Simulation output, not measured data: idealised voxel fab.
process module | voxel transistor to metal
cross-section cut | 180 nm wide | cells 5 nm
A cross-section is a grid of square cells, given in bands from the top down. A band is one or more rows of cells.
Each band's line starts with the height of the band's top and of its bottom, in nm. Then come its materials from left to right, each with its width in nm. One material with "throughout" fills the band from edge to edge. "air" is empty space.
Height 0 is the level under which the wafer as received is all one material. The lowest band goes on downwards, as in "0 down".
A width such as "30 to 40" changes by the same amount from each row of cells to the next, from the band's top row to its bottom row.
"no change" after a step means that no cell of the cross-section changed.
closed voids: empty space of 8 cells or more with no open way to the top, each as width x height at its distance from the left edge, in nm
after a step's settings: what the simulator itself notes on the step
overlay nm, on a step with a mask: how far to the right of its planned place the mask lay; to the left if negative
plan
1 op RECEIVE | material Si
2 op OXIDIZE | depth nm 5
3 op CONFORMAL_DEP | material SiN | thk nm 10
4 op MASKED_ETCH | tone cover | mask id ACTIVE | width nm 125 | etch materials SiN | depth nm 10 | overlay nm 0
5 op MASKED_ETCH | tone cover | mask id ACTIVE | width nm 125 | etch materials SiO2 | depth nm 5 | overlay nm 0
6 op MASKED_ETCH | tone cover | mask id ACTIVE | width nm 125 | etch materials Si | depth nm 20 | overlay nm 0
7 op OXIDIZE | depth nm 5
8 op FILL_DEP | material SiO2 | thk nm 15
9 op CMP | height nm 10
10 op SELECTIVE_ETCH | etch materials SiO2 | depth nm 5
11 op STRIP | etch materials SiN
12 op SELECTIVE_ETCH | etch materials SiO2 | depth nm 5
13 op OXIDIZE | depth nm 5
14 op DIRECTIONAL_DEP | material polySi | thk nm 25
15 op DIRECTIONAL_DEP | material SiCN | thk nm 10
16 op MASKED_ETCH | tone cover | mask id GATE | width nm 35 | etch materials SiCN | depth nm 20 | overlay nm 0
17 op MASKED_ETCH | tone cover | mask id GATE | width nm 35 | etch materials polySi | depth nm 35 | overlay nm 0
18 op CONFORMAL_DEP | material SiO2 | thk nm 5
19 op DIRECTIONAL_ETCH | etch materials SiO2 | depth nm 5
20 op CONFORMAL_DEP | material SiN | thk nm 5
21 op DIRECTIONAL_ETCH | etch materials SiN | depth nm 5
22 op DIRECTIONAL_ETCH | etch materials SiO2 | depth nm 5
23 op DIRECTIONAL_ETCH | etch materials Si | depth nm 10
24 op EPI | material SiGe | thk nm 15
25 op FILL_DEP | material SiO2 | thk nm 10
26 op CMP | height nm 20
27 op STRIP | etch materials polySi
28 op SELECTIVE_ETCH | etch materials SiO2 | depth nm 5
29 op CONFORMAL_DEP | material HfO2 | thk nm 5
30 op CONFORMAL_DEP | material TiN | thk nm 5
31 op FILL_DEP | material W | thk nm 10
32 op CMP | height nm 15
33 op DIRECTIONAL_DEP | material SiO2 | thk nm 15
34 op MASKED_ETCH | tone open | mask id CONTACT | width nm 20 | pitch nm 85 | etch materials SiO2 | depth nm 35 | overlay nm 0
35 op CONFORMAL_DEP | material TiN | thk nm 5
36 op FILL_DEP | material Ru | thk nm 5
37 op CMP | height nm 30
38 op CONFORMAL_DEP | material SiN | thk nm 5
39 op DIRECTIONAL_DEP | material lowk | thk nm 15
40 op DIRECTIONAL_DEP | material aC | thk nm 15
41 op PATTERN | tone open | mask id METAL_1 | material resist | width nm 20 | pitch nm 85 | thk nm 35 | overlay nm 0
42 op DIRECTIONAL_ETCH | etch materials aC | depth nm 15
43 op STRIP | etch materials resist
44 op DIRECTIONAL_ETCH | etch materials lowk | depth nm 15
45 op DIRECTIONAL_ETCH | etch materials SiN | depth nm 5
46 op STRIP | etch materials aC
47 op CONFORMAL_DEP | material TiN | thk nm 5
48 op FILL_DEP | material Ru | thk nm 5
49 op CMP | height nm 50
50 op CONFORMAL_DEP | material SiCN | thk nm 5
first wafer, as planned
as received, after step 1
  0 down: Si throughout
  closed voids: none
after step 2
  0 to -5: SiO2 throughout
  below -5: unchanged
after step 3
  10 to 0: SiN throughout
  below 0: unchanged
after step 4
  10 to 0: air 25 | SiN 125 | air 30
  below 0: unchanged
after step 5
  10 to 0: air 25 | SiN 125 | air 30
  0 to -5: air 25 | SiO2 125 | air 30
  below -5: unchanged
after step 6
  10 to 0: air 25 | SiN 125 | air 30
  0 to -5: air 25 | SiO2 125 | air 30
  -5 to -25: air 25 | Si 125 | air 30
  below -25: unchanged
after step 7
  10 to 0: air 25 | SiN 125 | air 30
  0 to -5: air 25 | SiO2 125 | air 30
  -5 to -25: air 25 | SiO2 5 | Si 115 | SiO2 5 | air 30
  -25 to -30: SiO2 30 | Si 115 | SiO2 35
  below -30: unchanged
after step 8
  25 to 10: SiO2 throughout
  10 to 0: SiO2 25 | SiN 125 | SiO2 30
  0 to -5: SiO2 throughout
  -5 to -30: SiO2 30 | Si 115 | SiO2 35
  below -30: unchanged
after step 9
  10 to 0: SiO2 25 | SiN 125 | SiO2 30
  below 0: unchanged
after step 10
  10 to 5: air 25 | SiN 125 | air 30
  below 5: unchanged
after step 11
  5 to 0: SiO2 25 | air 125 | SiO2 30
  below 0: unchanged
after step 12
  0 to -5: SiO2 20 | air 135 | SiO2 25
  below -5: unchanged
after step 13
  0 to -5: SiO2 20 | air 135 | SiO2 25
  -5 to -10: SiO2 throughout
  below -10: unchanged
after step 14
  25 to 20: polySi 20 | air 135 | polySi 25
  20 to 0: polySi throughout
  0 to -5: SiO2 20 | polySi 135 | SiO2 25
  below -5: unchanged
after step 15
  35 to 30: SiCN 20 | air 135 | SiCN 25
  30 to 25: SiCN throughout
  25 to 20: polySi 20 | SiCN 135 | polySi 25
  below 20: unchanged
after step 16
  30 to 25: air 70 | SiCN 35 | air 75
  25 to 20: polySi 20 | air 50 | SiCN 35 | air 50 | polySi 25
  below 20: unchanged
after step 17
  30 to 20: air 70 | SiCN 35 | air 75
  20 to 0: air 70 | polySi 35 | air 75
  0 to -5: SiO2 20 | air 50 | polySi 35 | air 50 | SiO2 25
  below -5: unchanged
after step 18
  35 to 30: air 65 | SiO2 45 | air 70
  30 to 20: air 65 | SiO2 5 | SiCN 35 | SiO2 5 | air 70
  20 to 5: air 65 | SiO2 5 | polySi 35 | SiO2 5 | air 70
  5 to 0: SiO2 25 | air 40 | SiO2 5 | polySi 35 | SiO2 5 | air 40 | SiO2 30
  0 to -5: SiO2 70 | polySi 35 | SiO2 75
  below -5: unchanged
after step 19
  30 to 20: air 65 | SiO2 5 | SiCN 35 | SiO2 5 | air 70
  20 to 0: air 65 | SiO2 5 | polySi 35 | SiO2 5 | air 70
  0 to -5: SiO2 25 | air 40 | SiO2 5 | polySi 35 | SiO2 5 | air 40 | SiO2 30
  below -5: unchanged
after step 20
  35 to 30: air 60 | SiN 55 | air 65
  30 to 20: air 60 | SiN 5 | SiO2 5 | SiCN 35 | SiO2 5 | SiN 5 | air 65
  20 to 5: air 60 | SiN 5 | SiO2 5 | polySi 35 | SiO2 5 | SiN 5 | air 65
  5 to 0: SiN 30 | air 30 | SiN 5 | SiO2 5 | polySi 35 | SiO2 5 | SiN 5 | air 30 | SiN 35
  0 to -5: SiO2 25 | SiN 40 | SiO2 5 | polySi 35 | SiO2 5 | SiN 40 | SiO2 30
  below -5: unchanged
after step 21
  30 to 20: air 60 | SiN 5 | SiO2 5 | SiCN 35 | SiO2 5 | SiN 5 | air 65
  20 to 0: air 60 | SiN 5 | SiO2 5 | polySi 35 | SiO2 5 | SiN 5 | air 65
  0 to -5: SiO2 25 | SiN 5 | air 30 | SiN 5 | SiO2 5 | polySi 35 | SiO2 5 | SiN 5 | air 30 | SiN 5 | SiO2 30
  below -5: unchanged
after step 22
  30 to 25: air 60 | SiN 5 | air 5 | SiCN 35 | air 5 | SiN 5 | air 65
  25 to 20: air 60 | SiN 5 | SiO2 5 | SiCN 35 | SiO2 5 | SiN 5 | air 65
  20 to 0: air 60 | SiN 5 | SiO2 5 | polySi 35 | SiO2 5 | SiN 5 | air 65
  0 to -5: air 25 | SiN 5 | air 30 | SiN 5 | SiO2 5 | polySi 35 | SiO2 5 | SiN 5 | air 30 | SiN 5 | air 30
  -5 to -10: SiO2 30 | air 30 | SiO2 55 | air 30 | SiO2 35
  below -10: unchanged
after step 23
  30 to 25: air 60 | SiN 5 | air 5 | SiCN 35 | air 5 | SiN 5 | air 65
  25 to 20: air 60 | SiN 5 | SiO2 5 | SiCN 35 | SiO2 5 | SiN 5 | air 65
  20 to 0: air 60 | SiN 5 | SiO2 5 | polySi 35 | SiO2 5 | SiN 5 | air 65
  0 to -5: air 25 | SiN 5 | air 30 | SiN 5 | SiO2 5 | polySi 35 | SiO2 5 | SiN 5 | air 30 | SiN 5 | air 30
  -5 to -10: SiO2 30 | air 30 | SiO2 55 | air 30 | SiO2 35
  -10 to -20: SiO2 30 | air 30 | Si 55 | air 30 | SiO2 35
  below -20: unchanged
after step 24
  30 to 25: air 60 | SiN 5 | air 5 | SiCN 35 | air 5 | SiN 5 | air 65
  25 to 20: air 60 | SiN 5 | SiO2 5 | SiCN 35 | SiO2 5 | SiN 5 | air 65
  20 to 5: air 60 | SiN 5 | SiO2 5 | polySi 35 | SiO2 5 | SiN 5 | air 65
  5 to 0: air 45 | SiGe 15 | SiN 5 | SiO2 5 | polySi 35 | SiO2 5 | SiN 5 | SiGe 15 | air 50
  0 to -5: air 25 | SiN 5 | air 15 | SiGe 15 | SiN 5 | SiO2 5 | polySi 35 | SiO2 5 | SiN 5 | SiGe 15 | air 15 | SiN 5 | air 30
  -5 to -10: SiO2 30 | SiGe 30 | SiO2 55 | SiGe 30 | SiO2 35
  -10 to -20: SiO2 30 | SiGe 30 | Si 55 | SiGe 30 | SiO2 35
  below -20: unchanged
after step 25
  40 to 30: SiO2 throughout
  30 to 20: SiO2 60 | SiN 5 | SiO2 5 | SiCN 35 | SiO2 5 | SiN 5 | SiO2 65
  20 to 5: SiO2 60 | SiN 5 | SiO2 5 | polySi 35 | SiO2 5 | SiN 5 | SiO2 65
  5 to 0: SiO2 45 | SiGe 15 | SiN 5 | SiO2 5 | polySi 35 | SiO2 5 | SiN 5 | SiGe 15 | SiO2 50
  0 to -5: SiO2 25 | SiN 5 | SiO2 15 | SiGe 15 | SiN 5 | SiO2 5 | polySi 35 | SiO2 5 | SiN 5 | SiGe 15 | SiO2 15 | SiN 5 | SiO2 30
  below -5: unchanged
after step 26
  20 to 5: SiO2 60 | SiN 5 | SiO2 5 | polySi 35 | SiO2 5 | SiN 5 | SiO2 65
  below 5: unchanged
after step 27
  20 to 5: SiO2 60 | SiN 5 | SiO2 5 | air 35 | SiO2 5 | SiN 5 | SiO2 65
  5 to 0: SiO2 45 | SiGe 15 | SiN 5 | SiO2 5 | air 35 | SiO2 5 | SiN 5 | SiGe 15 | SiO2 50
  0 to -5: SiO2 25 | SiN 5 | SiO2 15 | SiGe 15 | SiN 5 | SiO2 5 | air 35 | SiO2 5 | SiN 5 | SiGe 15 | SiO2 15 | SiN 5 | SiO2 30
  below -5: unchanged
after step 28
  20 to 15: air 60 | SiN 5 | air 45 | SiN 5 | air 65
  15 to 5: SiO2 60 | SiN 5 | air 45 | SiN 5 | SiO2 65
  5 to 0: SiO2 45 | SiGe 15 | SiN 5 | air 45 | SiN 5 | SiGe 15 | SiO2 50
  0 to -5: SiO2 25 | SiN 5 | SiO2 15 | SiGe 15 | SiN 5 | air 45 | SiN 5 | SiGe 15 | SiO2 15 | SiN 5 | SiO2 30
  -5 to -10: SiO2 30 | SiGe 30 | SiO2 5 | air 45 | SiO2 5 | SiGe 30 | SiO2 35
  below -10: unchanged
after step 29
  25 to 20: air 55 | HfO2 15 | air 35 | HfO2 15 | air 60
  20 to 15: HfO2 60 | SiN 5 | HfO2 5 | air 35 | HfO2 5 | SiN 5 | HfO2 65
  15 to 5: SiO2 60 | SiN 5 | HfO2 5 | air 35 | HfO2 5 | SiN 5 | SiO2 65
  5 to 0: SiO2 45 | SiGe 15 | SiN 5 | HfO2 5 | air 35 | HfO2 5 | SiN 5 | SiGe 15 | SiO2 50
  0 to -5: SiO2 25 | SiN 5 | SiO2 15 | SiGe 15 | SiN 5 | HfO2 5 | air 35 | HfO2 5 | SiN 5 | SiGe 15 | SiO2 15 | SiN 5 | SiO2 30
  -5 to -10: SiO2 30 | SiGe 30 | SiO2 5 | HfO2 45 | SiO2 5 | SiGe 30 | SiO2 35
  below -10: unchanged
after step 30
  30 to 25: air 50 | TiN 25 | air 25 | TiN 25 | air 55
  25 to 20: TiN 55 | HfO2 15 | TiN 5 | air 25 | TiN 5 | HfO2 15 | TiN 60
  20 to 15: HfO2 60 | SiN 5 | HfO2 5 | TiN 5 | air 25 | TiN 5 | HfO2 5 | SiN 5 | HfO2 65
  15 to 5: SiO2 60 | SiN 5 | HfO2 5 | TiN 5 | air 25 | TiN 5 | HfO2 5 | SiN 5 | SiO2 65
  5 to 0: SiO2 45 | SiGe 15 | SiN 5 | HfO2 5 | TiN 5 | air 25 | TiN 5 | HfO2 5 | SiN 5 | SiGe 15 | SiO2 50
  0 to -5: SiO2 25 | SiN 5 | SiO2 15 | SiGe 15 | SiN 5 | HfO2 5 | TiN 35 | HfO2 5 | SiN 5 | SiGe 15 | SiO2 15 | SiN 5 | SiO2 30
  below -5: unchanged
after step 31
  40 to 30: W throughout
  30 to 25: W 50 | TiN 25 | W 25 | TiN 25 | W 55
  25 to 20: TiN 55 | HfO2 15 | TiN 5 | W 25 | TiN 5 | HfO2 15 | TiN 60
  20 to 15: HfO2 60 | SiN 5 | HfO2 5 | TiN 5 | W 25 | TiN 5 | HfO2 5 | SiN 5 | HfO2 65
  15 to 5: SiO2 60 | SiN 5 | HfO2 5 | TiN 5 | W 25 | TiN 5 | HfO2 5 | SiN 5 | SiO2 65
  5 to 0: SiO2 45 | SiGe 15 | SiN 5 | HfO2 5 | TiN 5 | W 25 | TiN 5 | HfO2 5 | SiN 5 | SiGe 15 | SiO2 50
  below 0: unchanged
after step 32
  15 to 5: SiO2 60 | SiN 5 | HfO2 5 | TiN 5 | W 25 | TiN 5 | HfO2 5 | SiN 5 | SiO2 65
  below 5: unchanged
after step 33
  30 to 15: SiO2 throughout
  below 15: unchanged
after step 34
  30 to 15: SiO2 35 | air 20 | SiO2 65 | air 20 | SiO2 40
  15 to 5: SiO2 35 | air 20 | SiO2 5 | SiN 5 | HfO2 5 | TiN 5 | W 25 | TiN 5 | HfO2 5 | SiN 5 | SiO2 5 | air 20 | SiO2 40
  5 to 0: SiO2 35 | air 10 | SiGe 15 | SiN 5 | HfO2 5 | TiN 5 | W 25 | TiN 5 | HfO2 5 | SiN 5 | SiGe 15 | air 10 | SiO2 40
  0 to -5: SiO2 25 | SiN 5 | SiO2 5 | air 10 | SiGe 15 | SiN 5 | HfO2 5 | TiN 35 | HfO2 5 | SiN 5 | SiGe 15 | air 10 | SiO2 5 | SiN 5 | SiO2 30
  below -5: unchanged
after step 35
  35 to 30: TiN 40 | air 10 | TiN 75 | air 10 | TiN 45
  30 to 15: SiO2 35 | TiN 5 | air 10 | TiN 5 | SiO2 65 | TiN 5 | air 10 | TiN 5 | SiO2 40
  15 to 10: SiO2 35 | TiN 5 | air 10 | TiN 5 | SiO2 5 | SiN 5 | HfO2 5 | TiN 5 | W 25 | TiN 5 | HfO2 5 | SiN 5 | SiO2 5 | TiN 5 | air 10 | TiN 5 | SiO2 40
  10 to 5: SiO2 35 | TiN 20 | SiO2 5 | SiN 5 | HfO2 5 | TiN 5 | W 25 | TiN 5 | HfO2 5 | SiN 5 | SiO2 5 | TiN 20 | SiO2 40
  5 to 0: SiO2 35 | TiN 10 | SiGe 15 | SiN 5 | HfO2 5 | TiN 5 | W 25 | TiN 5 | HfO2 5 | SiN 5 | SiGe 15 | TiN 10 | SiO2 40
  0 to -5: SiO2 25 | SiN 5 | SiO2 5 | TiN 10 | SiGe 15 | SiN 5 | HfO2 5 | TiN 35 | HfO2 5 | SiN 5 | SiGe 15 | TiN 10 | SiO2 5 | SiN 5 | SiO2 30
  below -5: unchanged
after step 36
  40 to 35: Ru throughout
  35 to 30: TiN 40 | Ru 10 | TiN 75 | Ru 10 | TiN 45
  30 to 15: SiO2 35 | TiN 5 | Ru 10 | TiN 5 | SiO2 65 | TiN 5 | Ru 10 | TiN 5 | SiO2 40
  15 to 10: SiO2 35 | TiN 5 | Ru 10 | TiN 5 | SiO2 5 | SiN 5 | HfO2 5 | TiN 5 | W 25 | TiN 5 | HfO2 5 | SiN 5 | SiO2 5 | TiN 5 | Ru 10 | TiN 5 | SiO2 40
  below 10: unchanged
after step 37
  30 to 15: SiO2 35 | TiN 5 | Ru 10 | TiN 5 | SiO2 65 | TiN 5 | Ru 10 | TiN 5 | SiO2 40
  below 15: unchanged
after step 38
  35 to 30: SiN throughout
  below 30: unchanged
after step 39
  50 to 35: lowk throughout
  below 35: unchanged
after step 40
  65 to 50: aC throughout
  below 50: unchanged
after step 41
  100 to 65: resist 35 | air 20 | resist 65 | air 20 | resist 40
  below 65: unchanged
after step 42
  85 to 65: resist 35 | air 20 | resist 65 | air 20 | resist 40
  65 to 50: aC 35 | air 20 | aC 65 | air 20 | aC 40
  below 50: unchanged
after step 43
  65 to 50: aC 35 | air 20 | aC 65 | air 20 | aC 40
  below 50: unchanged
after step 44
  65 to 50: aC 35 | air 20 | aC 65 | air 20 | aC 40
  50 to 35: lowk 35 | air 20 | lowk 65 | air 20 | lowk 40
  below 35: unchanged
after step 45
  65 to 50: aC 35 | air 20 | aC 65 | air 20 | aC 40
  50 to 35: lowk 35 | air 20 | lowk 65 | air 20 | lowk 40
  35 to 30: SiN 35 | air 20 | SiN 65 | air 20 | SiN 40
  below 30: unchanged
after step 46
  50 to 35: lowk 35 | air 20 | lowk 65 | air 20 | lowk 40
  below 35: unchanged
after step 47
  55 to 50: TiN 40 | air 10 | TiN 75 | air 10 | TiN 45
  50 to 35: lowk 35 | TiN 5 | air 10 | TiN 5 | lowk 65 | TiN 5 | air 10 | TiN 5 | lowk 40
  35 to 30: SiN 35 | TiN 20 | SiN 65 | TiN 20 | SiN 40
  below 30: unchanged
after step 48
  60 to 55: Ru throughout
  55 to 50: TiN 40 | Ru 10 | TiN 75 | Ru 10 | TiN 45
  50 to 35: lowk 35 | TiN 5 | Ru 10 | TiN 5 | lowk 65 | TiN 5 | Ru 10 | TiN 5 | lowk 40
  below 35: unchanged
after step 49
  50 to 35: lowk 35 | TiN 5 | Ru 10 | TiN 5 | lowk 65 | TiN 5 | Ru 10 | TiN 5 | lowk 40
  below 35: unchanged
after step 50
  55 to 50: SiCN throughout
  below 50: unchanged
second wafer: like start, like plan, one mistake. Through step 28 it matches the first wafer
when step 29 should have ended: no change
when step 30 should have ended
  25 to 20: air 55 | TiN 15 | air 35 | TiN 15 | air 60
  20 to 15: TiN 60 | SiN 5 | TiN 5 | air 35 | TiN 5 | SiN 5 | TiN 65
  15 to 5: SiO2 60 | SiN 5 | TiN 5 | air 35 | TiN 5 | SiN 5 | SiO2 65
  5 to 0: SiO2 45 | SiGe 15 | SiN 5 | TiN 5 | air 35 | TiN 5 | SiN 5 | SiGe 15 | SiO2 50
  0 to -5: SiO2 25 | SiN 5 | SiO2 15 | SiGe 15 | SiN 5 | TiN 5 | air 35 | TiN 5 | SiN 5 | SiGe 15 | SiO2 15 | SiN 5 | SiO2 30
  -5 to -10: SiO2 30 | SiGe 30 | SiO2 5 | TiN 45 | SiO2 5 | SiGe 30 | SiO2 35
  below -10: unchanged
when step 31 should have ended
  35 to 25: W throughout
  25 to 20: W 55 | TiN 15 | W 35 | TiN 15 | W 60
  20 to 15: TiN 60 | SiN 5 | TiN 5 | W 35 | TiN 5 | SiN 5 | TiN 65
  15 to 5: SiO2 60 | SiN 5 | TiN 5 | W 35 | TiN 5 | SiN 5 | SiO2 65
  5 to 0: SiO2 45 | SiGe 15 | SiN 5 | TiN 5 | W 35 | TiN 5 | SiN 5 | SiGe 15 | SiO2 50
  0 to -5: SiO2 25 | SiN 5 | SiO2 15 | SiGe 15 | SiN 5 | TiN 5 | W 35 | TiN 5 | SiN 5 | SiGe 15 | SiO2 15 | SiN 5 | SiO2 30
  below -5: unchanged
when step 32 should have ended
  15 to 5: SiO2 60 | SiN 5 | TiN 5 | W 35 | TiN 5 | SiN 5 | SiO2 65
  below 5: unchanged
when step 33 should have ended
  30 to 15: SiO2 throughout
  below 15: unchanged
when step 34 should have ended
  30 to 15: SiO2 35 | air 20 | SiO2 65 | air 20 | SiO2 40
  15 to 5: SiO2 35 | air 20 | SiO2 5 | SiN 5 | TiN 5 | W 35 | TiN 5 | SiN 5 | SiO2 5 | air 20 | SiO2 40
  5 to 0: SiO2 35 | air 10 | SiGe 15 | SiN 5 | TiN 5 | W 35 | TiN 5 | SiN 5 | SiGe 15 | air 10 | SiO2 40
  0 to -5: SiO2 25 | SiN 5 | SiO2 5 | air 10 | SiGe 15 | SiN 5 | TiN 5 | W 35 | TiN 5 | SiN 5 | SiGe 15 | air 10 | SiO2 5 | SiN 5 | SiO2 30
  below -5: unchanged
when step 35 should have ended
  35 to 30: TiN 40 | air 10 | TiN 75 | air 10 | TiN 45
  30 to 15: SiO2 35 | TiN 5 | air 10 | TiN 5 | SiO2 65 | TiN 5 | air 10 | TiN 5 | SiO2 40
  15 to 10: SiO2 35 | TiN 5 | air 10 | TiN 5 | SiO2 5 | SiN 5 | TiN 5 | W 35 | TiN 5 | SiN 5 | SiO2 5 | TiN 5 | air 10 | TiN 5 | SiO2 40
  10 to 5: SiO2 35 | TiN 20 | SiO2 5 | SiN 5 | TiN 5 | W 35 | TiN 5 | SiN 5 | SiO2 5 | TiN 20 | SiO2 40
  5 to 0: SiO2 35 | TiN 10 | SiGe 15 | SiN 5 | TiN 5 | W 35 | TiN 5 | SiN 5 | SiGe 15 | TiN 10 | SiO2 40
  0 to -5: SiO2 25 | SiN 5 | SiO2 5 | TiN 10 | SiGe 15 | SiN 5 | TiN 5 | W 35 | TiN 5 | SiN 5 | SiGe 15 | TiN 10 | SiO2 5 | SiN 5 | SiO2 30
  below -5: unchanged
when step 36 should have ended
  40 to 35: Ru throughout
  35 to 30: TiN 40 | Ru 10 | TiN 75 | Ru 10 | TiN 45
  30 to 15: SiO2 35 | TiN 5 | Ru 10 | TiN 5 | SiO2 65 | TiN 5 | Ru 10 | TiN 5 | SiO2 40
  15 to 10: SiO2 35 | TiN 5 | Ru 10 | TiN 5 | SiO2 5 | SiN 5 | TiN 5 | W 35 | TiN 5 | SiN 5 | SiO2 5 | TiN 5 | Ru 10 | TiN 5 | SiO2 40
  below 10: unchanged
when step 37 should have ended
  30 to 15: SiO2 35 | TiN 5 | Ru 10 | TiN 5 | SiO2 65 | TiN 5 | Ru 10 | TiN 5 | SiO2 40
  below 15: unchanged
when step 38 should have ended
  35 to 30: SiN throughout
  below 30: unchanged
when step 39 should have ended
  50 to 35: lowk throughout
  below 35: unchanged
when step 40 should have ended
  65 to 50: aC throughout
  below 50: unchanged
when step 41 should have ended
  100 to 65: resist 35 | air 20 | resist 65 | air 20 | resist 40
  below 65: unchanged
when step 42 should have ended
  85 to 65: resist 35 | air 20 | resist 65 | air 20 | resist 40
  65 to 50: aC 35 | air 20 | aC 65 | air 20 | aC 40
  below 50: unchanged
when step 43 should have ended
  65 to 50: aC 35 | air 20 | aC 65 | air 20 | aC 40
  below 50: unchanged
when step 44 should have ended
  65 to 50: aC 35 | air 20 | aC 65 | air 20 | aC 40
  50 to 35: lowk 35 | air 20 | lowk 65 | air 20 | lowk 40
  below 35: unchanged
when step 45 should have ended
  65 to 50: aC 35 | air 20 | aC 65 | air 20 | aC 40
  50 to 35: lowk 35 | air 20 | lowk 65 | air 20 | lowk 40
  35 to 30: SiN 35 | air 20 | SiN 65 | air 20 | SiN 40
  below 30: unchanged
when step 46 should have ended
  50 to 35: lowk 35 | air 20 | lowk 65 | air 20 | lowk 40
  below 35: unchanged
when step 47 should have ended
  55 to 50: TiN 40 | air 10 | TiN 75 | air 10 | TiN 45
  50 to 35: lowk 35 | TiN 5 | air 10 | TiN 5 | lowk 65 | TiN 5 | air 10 | TiN 5 | lowk 40
  35 to 30: SiN 35 | TiN 20 | SiN 65 | TiN 20 | SiN 40
  below 30: unchanged
when step 48 should have ended
  60 to 55: Ru throughout
  55 to 50: TiN 40 | Ru 10 | TiN 75 | Ru 10 | TiN 45
  50 to 35: lowk 35 | TiN 5 | Ru 10 | TiN 5 | lowk 65 | TiN 5 | Ru 10 | TiN 5 | lowk 40
  below 35: unchanged
when step 49 should have ended
  50 to 35: lowk 35 | TiN 5 | Ru 10 | TiN 5 | lowk 65 | TiN 5 | Ru 10 | TiN 5 | lowk 40
  below 35: unchanged
when step 50 should have ended
  55 to 50: SiCN throughout
  below 50: unchanged
what went wrong: step 29 was left out
at the end the second wafer has, in cells: 17 fewer of HfO2 | 4 more of TiN | 13 more of W
